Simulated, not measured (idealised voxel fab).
This section sets out a process module, namely voxel gate over fins.
For reference, the cross-section in this document is cut, with width 230 nm and square cells of 5 nm.
Square cells in a grid make up a cross-section in this document, and the grid is given as bands, listed from the top down, each one or more rows of cells.
It is stipulated that each band's entry specify, in nanometres, the height of the top of the band and then that of its bottom, followed by the materials of the band in left-to-right sequence, each together with its width in nanometres. A single material marked by the word "throughout" is understood to fill the band from edge to edge; the word "air" is understood to denote empty space.
Note: height 0 marks the level under which the wafer is uniformly one material as received. Lowest band unbounded below, written "top 0, no bottom".
A width such as "30->40" changes by the same amount from each row of cells to the next, from the band's top row to its bottom row.
When a step is marked "remained the same", none of the cells in the cross-section changed during that step.
Each empty space that has no open way to the top and spans at least 8 cells appears under "Closed void listing" as width x height at distance, the distance counted from the left edge, all in nm.
Anything after a step's settings on that line? It's the simulator's own note about the step.
overlay nm: how far to the right of its planned place the mask lay on this masked step (negative: to the left).

# Here's what the planned process steps look like
1 op RECEIVE | material Si
2 op CONFORMAL_DEP | material SiN | thk nm 10
3 op PATTERN | tone cover | mask id FINS | material resist | width nm 15 | pitch nm 40 | thk nm 15 | overlay nm 0
4 op DIRECTIONAL_ETCH | etch materials SiN | depth nm 10
5 op DIRECTIONAL_ETCH | etch materials Si | depth nm 40
6 op STRIP | etch materials resist
7 op OXIDIZE | depth nm 5
8 op FILL_DEP | material SiO2 | thk nm 15
9 op CMP | height nm 10
10 op SELECTIVE_ETCH | etch materials SiO2 | depth nm 20
11 op STRIP | etch materials SiN
12 op CONFORMAL_DEP | material HfO2 | thk nm 5
13 op CONFORMAL_DEP | material TiN | thk nm 5
14 op CONFORMAL_DEP | material TiAl | thk nm 5
15 op CONFORMAL_DEP | material TiN | thk nm 5
16 op FILL_DEP | material W | thk nm 10
17 op CMP | height nm 25
18 op CONFORMAL_DEP | material SiCN | thk nm 5

# Of two wafers, the first: run according to plan

# As-received wafer cross-section (after step 1)
    top 0, no bottom | Si throughout
    Closed void listing: none

# after step 2
    top 10, bottom 0 | SiN throughout
    Note: structure below 0 unchanged.

# after step 3
    top 25, bottom 10 | 65 air  15 resist  25 air  15 resist  25 air  15 resist  70 air
    Note: structure below 10 unchanged.

# after step 4
    top 25, bottom 10 | 65 air  15 resist  25 air  15 resist  25 air  15 resist  70 air
    top 10, bottom 0 | 65 air  15 SiN  25 air  15 SiN  25 air  15 SiN  70 air
    Note: structure below 0 unchanged.

# after step 5
    top 25, bottom 10 | 65 air  15 resist  25 air  15 resist  25 air  15 resist  70 air
    top 10, bottom 0 | 65 air  15 SiN  25 air  15 SiN  25 air  15 SiN  70 air
    top 0, bottom -40 | 65 air  15 Si  25 air  15 Si  25 air  15 Si  70 air
    Note: structure below -40 unchanged.

# after step 6
    top 10, bottom 0 | 65 air  15 SiN  25 air  15 SiN  25 air  15 SiN  70 air
    Note: structure below 0 unchanged.

# after step 7
    top 10, bottom 0 | 65 air  15 SiN  25 air  15 SiN  25 air  15 SiN  70 air
    top 0, bottom -40 | 65 air  5 SiO2  5 Si  5 SiO2  25 air  5 SiO2  5 Si  5 SiO2  25 air  5 SiO2  5 Si  5 SiO2  70 air
    top -40, bottom -45 | 70 SiO2  5 Si  35 SiO2  5 Si  35 SiO2  5 Si  75 SiO2
    Note: structure below -45 unchanged.

# after step 8
    top 25, bottom 10 | SiO2 throughout
    top 10, bottom 0 | 65 SiO2  15 SiN  25 SiO2  15 SiN  25 SiO2  15 SiN  70 SiO2
    top 0, bottom -45 | 70 SiO2  5 Si  35 SiO2  5 Si  35 SiO2  5 Si  75 SiO2
    Note: structure below -45 unchanged.

# after step 9
    top 10, bottom 0 | 65 SiO2  15 SiN  25 SiO2  15 SiN  25 SiO2  15 SiN  70 SiO2
    Note: structure below 0 unchanged.

# after step 10
    top 10, bottom 0 | 65 air  15 SiN  25 air  15 SiN  25 air  15 SiN  70 air
    top 0, bottom -10 | 70 air  5 Si  35 air  5 Si  35 air  5 Si  75 air
    Note: structure below -10 unchanged.

# after step 11
    top 0, bottom -10 | 70 air  5 Si  35 air  5 Si  35 air  5 Si  75 air
    Note: structure below -10 unchanged.

# after step 12
    top 5, bottom 0 | 65 air  15 HfO2  25 air  15 HfO2  25 air  15 HfO2  70 air
    top 0, bottom -5 | 65 air  5 HfO2  5 Si  5 HfO2  25 air  5 HfO2  5 Si  5 HfO2  25 air  5 HfO2  5 Si  5 HfO2  70 air
    top -5, bottom -10 | 70 HfO2  5 Si  35 HfO2  5 Si  35 HfO2  5 Si  75 HfO2
    Note: structure below -10 unchanged.

# after step 13
    top 10, bottom 5 | 60 air  25 TiN  15 air  25 TiN  15 air  25 TiN  65 air
    top 5, bottom 0 | 60 air  5 TiN  15 HfO2  5 TiN  15 air  5 TiN  15 HfO2  5 TiN  15 air  5 TiN  15 HfO2  5 TiN  65 air
    top 0, bottom -5 | 65 TiN  5 HfO2  5 Si  5 HfO2  25 TiN  5 HfO2  5 Si  5 HfO2  25 TiN  5 HfO2  5 Si  5 HfO2  70 TiN
    Note: structure below -5 unchanged.

# after step 14
    top 15, bottom 10 | 55 air  35 TiAl  5 air  35 TiAl  5 air  35 TiAl  60 air
    top 10, bottom 5 | 55 air  5 TiAl  25 TiN  5 TiAl  5 air  5 TiAl  25 TiN  5 TiAl  5 air  5 TiAl  25 TiN  5 TiAl  60 air
    top 5, bottom 0 | 60 TiAl  5 TiN  15 HfO2  5 TiN  15 TiAl  5 TiN  15 HfO2  5 TiN  15 TiAl  5 TiN  15 HfO2  5 TiN  65 TiAl
    Note: structure below 0 unchanged.

# after step 15
    top 20, bottom 15 | 50 air  125 TiN  55 air
    top 15, bottom 10 | 50 air  5 TiN  35 TiAl  5 TiN  35 TiAl  5 TiN  35 TiAl  5 TiN  55 air
    top 10, bottom 5 | 55 TiN  5 TiAl  25 TiN  5 TiAl  5 TiN  5 TiAl  25 TiN  5 TiAl  5 TiN  5 TiAl  25 TiN  5 TiAl  60 TiN
    Note: structure below 5 unchanged.

# after step 16
    top 30, bottom 20 | W throughout
    top 20, bottom 15 | 50 W  125 TiN  55 W
    top 15, bottom 10 | 50 W  5 TiN  35 TiAl  5 TiN  35 TiAl  5 TiN  35 TiAl  5 TiN  55 W
    Note: structure below 10 unchanged.

# after step 17
    top 25, bottom 20 | W throughout
    Note: structure below 20 unchanged.

# after step 18
    top 30, bottom 25 | SiCN throughout
    Note: structure below 25 unchanged.

# Second wafer. Start and plan as for the first. One mistake made in running. Agrees with the first up to and including step 9

# Second wafer, cross-section, planned end of step 10
    top 10, bottom 0 | 65 SiO2  15 air  25 SiO2  15 air  25 SiO2  15 air  70 SiO2
    Note: structure below 0 unchanged.

# Second wafer, cross-section, planned end of step 11
    top 0, bottom -10 | 70 air  5 Si  35 air  5 Si  35 air  5 Si  75 air
    top -10, bottom -20 | 45 SiO2  25 air  5 Si  35 air  5 Si  35 air  5 Si  25 air  50 SiO2
    Note: structure below -20 unchanged.

# Second wafer, cross-section, planned end of step 12
    top 5, bottom 0 | 65 air  15 HfO2  25 air  15 HfO2  25 air  15 HfO2  70 air
    top 0, bottom -5 | 65 air  5 HfO2  5 Si  5 HfO2  25 air  5 HfO2  5 Si  5 HfO2  25 air  5 HfO2  5 Si  5 HfO2  70 air
    top -5, bottom -10 | 50 HfO2  15 air  5 HfO2  5 Si  5 HfO2  25 air  5 HfO2  5 Si  5 HfO2  25 air  5 HfO2  5 Si  5 HfO2  15 air  55 HfO2
    top -10, bottom -15 | 45 SiO2  5 HfO2  15 air  5 HfO2  5 Si  5 HfO2  25 air  5 HfO2  5 Si  5 HfO2  25 air  5 HfO2  5 Si  5 HfO2  15 air  5 HfO2  50 SiO2
    top -15, bottom -20 | 45 SiO2  25 HfO2  5 Si  35 HfO2  5 Si  35 HfO2  5 Si  25 HfO2  50 SiO2
    Note: structure below -20 unchanged.

# Second wafer, cross-section, planned end of step 13
    top 10, bottom 5 | 60 air  25 TiN  15 air  25 TiN  15 air  25 TiN  65 air
    top 5, bottom 0 | 60 air  5 TiN  15 HfO2  5 TiN  15 air  5 TiN  15 HfO2  5 TiN  15 air  5 TiN  15 HfO2  5 TiN  65 air
    top 0, bottom -5 | 55 TiN  5 air  5 TiN  5 HfO2  5 Si  5 HfO2  5 TiN  15 air  5 TiN  5 HfO2  5 Si  5 HfO2  5 TiN  15 air  5 TiN  5 HfO2  5 Si  5 HfO2  5 TiN  5 air  60 TiN
    top -5, bottom -10 | 50 HfO2  5 TiN  5 air  5 TiN  5 HfO2  5 Si  5 HfO2  5 TiN  15 air  5 TiN  5 HfO2  5 Si  5 HfO2  5 TiN  15 air  5 TiN  5 HfO2  5 Si  5 HfO2  5 TiN  5 air  5 TiN  55 HfO2
    top -10, bottom -15 | 45 SiO2  5 HfO2  15 TiN  5 HfO2  5 Si  5 HfO2  25 TiN  5 HfO2  5 Si  5 HfO2  25 TiN  5 HfO2  5 Si  5 HfO2  15 TiN  5 HfO2  50 SiO2
    Note: structure below -15 unchanged.

# Second wafer, cross-section, planned end of step 14
    top 15, bottom 10 | 55 air  35 TiAl  5 air  35 TiAl  5 air  35 TiAl  60 air
    top 10, bottom 5 | 55 air  5 TiAl  25 TiN  5 TiAl  5 air  5 TiAl  25 TiN  5 TiAl  5 air  5 TiAl  25 TiN  5 TiAl  60 air
    top 5, bottom 0 | 60 TiAl  5 TiN  15 HfO2  5 TiN  5 TiAl  5 air  5 TiAl  5 TiN  15 HfO2  5 TiN  5 TiAl  5 air  5 TiAl  5 TiN  15 HfO2  5 TiN  65 TiAl
    top 0, bottom -5 | 55 TiN  5 TiAl  5 TiN  5 HfO2  5 Si  5 HfO2  5 TiN  5 TiAl  5 air  5 TiAl  5 TiN  5 HfO2  5 Si  5 HfO2  5 TiN  5 TiAl  5 air  5 TiAl  5 TiN  5 HfO2  5 Si  5 HfO2  5 TiN  5 TiAl  60 TiN
    top -5, bottom -10 | 50 HfO2  5 TiN  5 TiAl  5 TiN  5 HfO2  5 Si  5 HfO2  5 TiN  15 TiAl  5 TiN  5 HfO2  5 Si  5 HfO2  5 TiN  15 TiAl  5 TiN  5 HfO2  5 Si  5 HfO2  5 TiN  5 TiAl  5 TiN  55 HfO2
    Note: structure below -10 unchanged.

# Second wafer, cross-section, planned end of step 15
    top 20, bottom 15 | 50 air  125 TiN  55 air
    top 15, bottom 10 | 50 air  5 TiN  35 TiAl  5 TiN  35 TiAl  5 TiN  35 TiAl  5 TiN  55 air
    top 10, bottom 5 | 55 TiN  5 TiAl  25 TiN  5 TiAl  5 TiN  5 TiAl  25 TiN  5 TiAl  5 TiN  5 TiAl  25 TiN  5 TiAl  60 TiN
    top 5, bottom 0 | 60 TiAl  5 TiN  15 HfO2  5 TiN  5 TiAl  5 TiN  5 TiAl  5 TiN  15 HfO2  5 TiN  5 TiAl  5 TiN  5 TiAl  5 TiN  15 HfO2  5 TiN  65 TiAl
    top 0, bottom -5 | 55 TiN  5 TiAl  5 TiN  5 HfO2  5 Si  5 HfO2  5 TiN  5 TiAl  5 TiN  5 TiAl  5 TiN  5 HfO2  5 Si  5 HfO2  5 TiN  5 TiAl  5 TiN  5 TiAl  5 TiN  5 HfO2  5 Si  5 HfO2  5 TiN  5 TiAl  60 TiN
    Note: structure below -5 unchanged.

# Second wafer, cross-section, planned end of step 16
    top 30, bottom 20 | W throughout
    top 20, bottom 15 | 50 W  125 TiN  55 W
    top 15, bottom 10 | 50 W  5 TiN  35 TiAl  5 TiN  35 TiAl  5 TiN  35 TiAl  5 TiN  55 W
    Note: structure below 10 unchanged.

# Second wafer, cross-section, planned end of step 17
    top 25, bottom 20 | W throughout
    Note: structure below 20 unchanged.

# Second wafer, cross-section, planned end of step 18
    top 30, bottom 25 | SiCN throughout
    Note: structure below 25 unchanged.
Heads up, the wafer didn't run the way we planned it: a sequencing error occurred in which plan steps 10 and 11 were transposed
End of process, cell counts, second wafer against first, materials with more or fewer: +16 HfO2 | -48 SiO2 | +12 TiAl | +20 TiN
